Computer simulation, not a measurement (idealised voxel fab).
Module name: voxel wiring stack (process module)
Xsec cut, 240 nm wide, square cell size 5 nm.
We lay out every cross-section as a grid of square cells and spell it out in bands from the top down, where one band means one or more rows of cells. What a band's entry tells you: where the top is and where the bottom is, as heights in nm, and after that what lies inside, material by material from left to right, each with its width in nm. Empty space is written as the word "empty", and a single material marked with the word "edge to edge" occupies the band from edge to edge. Below 0: as-received wafer, all one material; heights counted from there. Lowest band: no bottom, goes on down, written "0..down". Top row gets the first number, bottom row gets the second, and each row in between changes by the same step: that is how a band width like "30->40" works. Take "no change" at face value: in the step it is given for, the cross-section changed in none of its cells. For the entry "Fully sealed voids", the listed items are empty spaces with no open way to the top whose size is 8 cells or more; each item follows the pattern width x height at distance, where distance is from the left edge and all three are in nm. On each step's line, the part that comes after the settings is the simulator's own comment on the step. overlay nm, on a step with a mask: how far to the right of its planned place the mask lay; to the left if negative.
THIS SECTION LISTS THE PROCESS STEPS THAT WERE PLANNED
1,RECEIVE,material Si
2,CONFORMAL_DEP,material SiO2,thk nm 15
3,CONFORMAL_DEP,material SiCN,thk nm 5
4,DIRECTIONAL_DEP,material lowk,thk nm 20
5,PATTERN,tone open,mask id METAL_1,material resist,width nm 15,pitch nm 45,thk nm 15,overlay nm 0
6,DIRECTIONAL_ETCH,etch materials lowk,depth nm 20
7,DIRECTIONAL_ETCH,etch materials SiCN,depth nm 5
8,STRIP,etch materials resist
9,CONFORMAL_DEP,material TiN,thk nm 5
10,FILL_DEP,material Cu,thk nm 10
11,CMP,height nm 40
12,EPI,material Ru,thk nm 5
13,FILL_DEP,material SiCN,thk nm 5
14,DIRECTIONAL_DEP,material SiO2,thk nm 25
15,MASKED_ETCH,tone open,mask id METAL_2,width nm 20,pitch nm 45,etch materials SiO2,depth nm 15,overlay nm 0
16,PATTERN,tone open,mask id METAL_2_HOLES,material resist,width nm 15,pitch nm 45,thk nm 20,overlay nm 0
17,DIRECTIONAL_ETCH,etch materials SiO2,depth nm 10
18,DIRECTIONAL_ETCH,etch materials SiCN,depth nm 5
19,STRIP,etch materials resist
20,CONFORMAL_DEP,material TiN,thk nm 5
21,FILL_DEP,material Cu,thk nm 10
22,CMP,height nm 75
23,CONFORMAL_DEP,material SiCN,thk nm 5
24,DIRECTIONAL_DEP,material SiO2,thk nm 30
25,PATTERN,tone open,mask id METAL_3,material resist,width nm 20,pitch nm 45,thk nm 20,overlay nm 0
26,DIRECTIONAL_ETCH,etch materials SiO2,depth nm 20
27,STRIP,etch materials resist
28,MASKED_ETCH,tone open,mask id METAL_3_HOLES,width nm 15,pitch nm 45,etch materials SiO2,depth nm 10,overlay nm 0
29,MASKED_ETCH,tone open,mask id METAL_3_HOLES,width nm 15,pitch nm 45,etch materials SiCN,depth nm 5,overlay nm 0
30,CONFORMAL_DEP,material TiN,thk nm 5
31,FILL_DEP,material Cu,thk nm 10
32,CMP,height nm 110
33,CONFORMAL_DEP,material SiCN,thk nm 5
Among the wafers covered here, the point of difference is the width nm at step 5; their starting state is shared, and the plan presents the value of the first wafer.
CROSS-SECTION OF THE FIRST OF SEVERAL WAFERS ON RECEIPT, REFLECTING COMPLETION OF STEP 1
    0..down = Si edge to edge
    Fully sealed voids: none
FIRST OF SEVERAL WAFERS, SECTIONED AT END OF MODULE (LAST STEP: STEP 33)
    115..110 = SiCN edge to edge
    110..95 = 65 of SiO2 | 5 of TiN | 10 of Cu | 5 of TiN | 25 of SiO2 | 5 of TiN | 10 of Cu | 5 of TiN | 25 of SiO2 | 5 of TiN | 10 of Cu | 5 of TiN | 65 of SiO2
    95..90 = 65 of SiO2 | 5 of TiN | 5 of Cu | 10 of TiN | 25 of SiO2 | 5 of TiN | 5 of Cu | 10 of TiN | 25 of SiO2 | 5 of TiN | 5 of Cu | 10 of TiN | 65 of SiO2
    90..80 = 65 of SiO2 | 5 of TiN | 5 of Cu | 5 of TiN | 30 of SiO2 | 5 of TiN | 5 of Cu | 5 of TiN | 30 of SiO2 | 5 of TiN | 5 of Cu | 5 of TiN | 70 of SiO2
    80..75 = 65 of SiCN | 15 of TiN | 30 of SiCN | 15 of TiN | 30 of SiCN | 15 of TiN | 70 of SiCN
    75..65 = 65 of SiO2 | 5 of TiN | 10 of Cu | 5 of TiN | 25 of SiO2 | 5 of TiN | 10 of Cu | 5 of TiN | 25 of SiO2 | 5 of TiN | 10 of Cu | 5 of TiN | 65 of SiO2
    65..60 = 65 of SiO2 | 5 of TiN | 5 of Cu | 10 of TiN | 25 of SiO2 | 5 of TiN | 5 of Cu | 10 of TiN | 25 of SiO2 | 5 of TiN | 5 of Cu | 10 of TiN | 65 of SiO2
    60..50 = 65 of SiO2 | 5 of TiN | 5 of Cu | 5 of TiN | 30 of SiO2 | 5 of TiN | 5 of Cu | 5 of TiN | 30 of SiO2 | 5 of TiN | 5 of Cu | 5 of TiN | 70 of SiO2
    50..45 = 65 of SiCN | 15 of TiN | 30 of SiCN | 15 of TiN | 30 of SiCN | 15 of TiN | 70 of SiCN
    45..40 = 65 of SiCN | 25 of Ru | 20 of SiCN | 25 of Ru | 20 of SiCN | 25 of Ru | 60 of SiCN
    40..20 = 70 of lowk | 5 of TiN | 5 of Cu | 5 of TiN | 30 of lowk | 5 of TiN | 5 of Cu | 5 of TiN | 30 of lowk | 5 of TiN | 5 of Cu | 5 of TiN | 65 of lowk
    20..15 = 70 of SiCN | 15 of TiN | 30 of SiCN | 15 of TiN | 30 of SiCN | 15 of TiN | 65 of SiCN
    15..0 = SiO2 edge to edge
    0..down = Si edge to edge
    Fully sealed voids: none
A CROSS-SECTION THROUGH THE LAST WAFER AT THE CLOSE OF THE MODULE
    115..110 = SiCN edge to edge
    110..95 = 65 of SiO2 | 5 of TiN | 10 of Cu | 5 of TiN | 25 of SiO2 | 5 of TiN | 10 of Cu | 5 of TiN | 25 of SiO2 | 5 of TiN | 10 of Cu | 5 of TiN | 65 of SiO2
    95..90 = 65 of SiO2 | 5 of TiN | 5 of Cu | 10 of TiN | 25 of SiO2 | 5 of TiN | 5 of Cu | 10 of TiN | 25 of SiO2 | 5 of TiN | 5 of Cu | 10 of TiN | 65 of SiO2
    90..80 = 65 of SiO2 | 5 of TiN | 5 of Cu | 5 of TiN | 30 of SiO2 | 5 of TiN | 5 of Cu | 5 of TiN | 30 of SiO2 | 5 of TiN | 5 of Cu | 5 of TiN | 70 of SiO2
    80..75 = 65 of SiCN | 15 of TiN | 30 of SiCN | 15 of TiN | 30 of SiCN | 15 of TiN | 70 of SiCN
    75..65 = 65 of SiO2 | 5 of TiN | 10 of Cu | 5 of TiN | 25 of SiO2 | 5 of TiN | 10 of Cu | 5 of TiN | 25 of SiO2 | 5 of TiN | 10 of Cu | 5 of TiN | 65 of SiO2
    65..60 = 65 of SiO2 | 5 of TiN | 5 of Cu | 10 of TiN | 25 of SiO2 | 5 of TiN | 5 of Cu | 10 of TiN | 25 of SiO2 | 5 of TiN | 5 of Cu | 10 of TiN | 65 of SiO2
    60..50 = 65 of SiO2 | 5 of TiN | 5 of Cu | 5 of TiN | 30 of SiO2 | 5 of TiN | 5 of Cu | 5 of TiN | 30 of SiO2 | 5 of TiN | 5 of Cu | 5 of TiN | 70 of SiO2
    50..45 = 65 of SiCN | 15 of TiN | 30 of SiCN | 15 of TiN | 30 of SiCN | 15 of TiN | 70 of SiCN
    45..40 = 55 of SiCN | 40 of Ru | 5 of SiCN | 40 of Ru | 5 of SiCN | 40 of Ru | 55 of SiCN
    40..20 = 60 of lowk | 5 of TiN | 20 of Cu | 5 of TiN | 15 of lowk | 5 of TiN | 20 of Cu | 5 of TiN | 15 of lowk | 5 of TiN | 20 of Cu | 5 of TiN | 60 of lowk
    20..15 = 60 of SiCN | 30 of TiN | 15 of SiCN | 30 of TiN | 15 of SiCN | 30 of TiN | 60 of SiCN
    15..0 = SiO2 edge to edge
    0..down = Si edge to edge
    Fully sealed voids: none
END OF MODULE, BY WAFER: MATERIAL-BY-MATERIAL CELL GAIN (+) OR LOSS (-) SINCE RECEIPT, THEN CLOSED VOIDS
width nm 15; +60 Cu; +15 Ru; +198 SiCN; +552 SiO2; +123 TiN; +156 lowk; Fully sealed voids: none
width nm 20; +72 Cu; +18 Ru; +192 SiCN; +552 SiO2; +126 TiN; +144 lowk; Fully sealed voids: none
width nm 25; +84 Cu; +21 Ru; +186 SiCN; +552 SiO2; +129 TiN; +132 lowk; Fully sealed voids: none
width nm 30; +96 Cu; +24 Ru; +180 SiCN; +552 SiO2; +132 TiN; +120 lowk; Fully sealed voids: none
